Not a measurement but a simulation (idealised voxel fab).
process module | voxel self aligned contacts
In the cross-section labelled cut, the width is 265 nm and each square cell is 5 nm.
How to read a cross-section here: the picture is a grid of square cells, written as bands going from the top down, and any band can span one or more rows of cells. Within each band entry, the heights of the top and of the bottom of the band appear first, in that order and in nm; the materials of the band then follow from left to right, each with its corresponding width in nm. The designation "edge to edge" on a single material indicates that it fills the band from edge to edge; the designation "empty" indicates empty space. For the purposes of this specification, 0 denotes the height below which the wafer in its as-received condition is composed wholly of one material, and the lowermost band, lacking a lower limit, extends downward without end, as expressed in "z 0 and below". Graded width ("30..40"): value in top row of band = first number; value in bottom row = second number; row-to-row change constant. Step note "identical to before" = no cross-section cell changed. "Fully sealed cavities" contains a list of empty spaces, each no smaller than 8 cells and without an open way to the top, written in the form width x height at distance with the distance from the left edge and all three in nm. Anything after a step's settings on that line? It's the simulator's own note about the step. The "overlay nm" setting may appear on a step's line; for a step that uses a mask, it gives how far to the right of its planned position the mask lay, and a negative value indicates the left.

Here's what the planned process steps look like
1 RECEIVE (material Si)
2 CONFORMAL_DEP (material SiO2; thk nm 5)
3 DIRECTIONAL_DEP (material polySi; thk nm 25)
4 DIRECTIONAL_DEP (material SiN; thk nm 20)
5 DIRECTIONAL_DEP (material aC; thk nm 10)
6 PATTERN (tone cover; mask id GATE; material resist; width nm 25; pitch nm 70; thk nm 30; overlay nm 0)
7 DIRECTIONAL_ETCH (etch materials aC; depth nm 10)
8 STRIP (etch materials resist)
9 DIRECTIONAL_ETCH (etch materials SiN; depth nm 20)
10 DIRECTIONAL_ETCH (etch materials polySi; depth nm 25)
11 STRIP (etch materials aC)
12 CONFORMAL_DEP (material SiN; thk nm 10)
13 DIRECTIONAL_ETCH (etch materials SiN; depth nm 10)
14 FILL_DEP (material SiO2; thk nm 15)
15 CMP (height nm 55)
16 DIRECTIONAL_DEP (material aC; thk nm 15)
17 PATTERN (tone open; mask id CONTACT; material resist; width nm 55; thk nm 35; overlay nm 0)
18 DIRECTIONAL_ETCH (etch materials aC; depth nm 15)
19 STRIP (etch materials resist)
20 DIRECTIONAL_ETCH (etch materials SiO2; depth nm 55)
21 STRIP (etch materials aC)
22 CONFORMAL_DEP (material TiN; thk nm 5)
23 FILL_DEP (material Ru; thk nm 10)
24 CMP (height nm 55)
25 CONFORMAL_DEP (material SiN; thk nm 5)

Cross-section of the wafer upon arrival, representing the state reached after step 1
	z 0 and below: Si edge to edge
	Fully sealed cavities: none

Run as planned - first of the two wafers cross-sectioned at the end of the module
	z 60 to 55: SiN edge to edge
	z 55 to 50: SiO2=105, TiN=20, Ru=15, TiN=20, SiO2=105
	z 50 to 30: SiO2=75, SiN=45, TiN=5, Ru=15, TiN=5, SiN=45, SiO2=75
	z 30 to 5: SiO2=75, SiN=10, polySi=25, SiN=10, TiN=5, Ru=15, TiN=5, SiN=10, polySi=25, SiN=10, SiO2=75
	z 5 to 0: SiO2=120, TiN=25, SiO2=120
	z 0 and below: Si edge to edge
	Fully sealed cavities: none

Cross-section of the latter of the two wafers at module completion. It had an identical start and an identical plan to the former; in running it, one mistake was made
	z 60 to 55: SiN edge to edge
	z 55 to 45: SiO2=105, TiN=5..20, Ru=45..15, TiN=5..20, SiO2=105
	z 45 to 25: SiO2=75, SiN=45, TiN=5, Ru=15, TiN=5, SiN=45, SiO2=75
	z 25 to 5: SiO2=75, SiN=10, polySi=25, SiN=10, TiN=5, Ru=15, TiN=5, SiN=10, polySi=25, SiN=10, SiO2=75
	z 5 to 0: SiO2=75, SiN=10, polySi=25, SiN=10, TiN=25, SiN=10, polySi=25, SiN=10, SiO2=75
	z 0 and below: Si edge to edge
	Fully sealed cavities: none
Plan not followed: execution of step 2 of the plan did not take place, the step having been omitted
In the final state, the cell counts of the second wafer exceed or fall short of those of the first for the following materials: Ru: 6 more | SiO2: 6 fewer
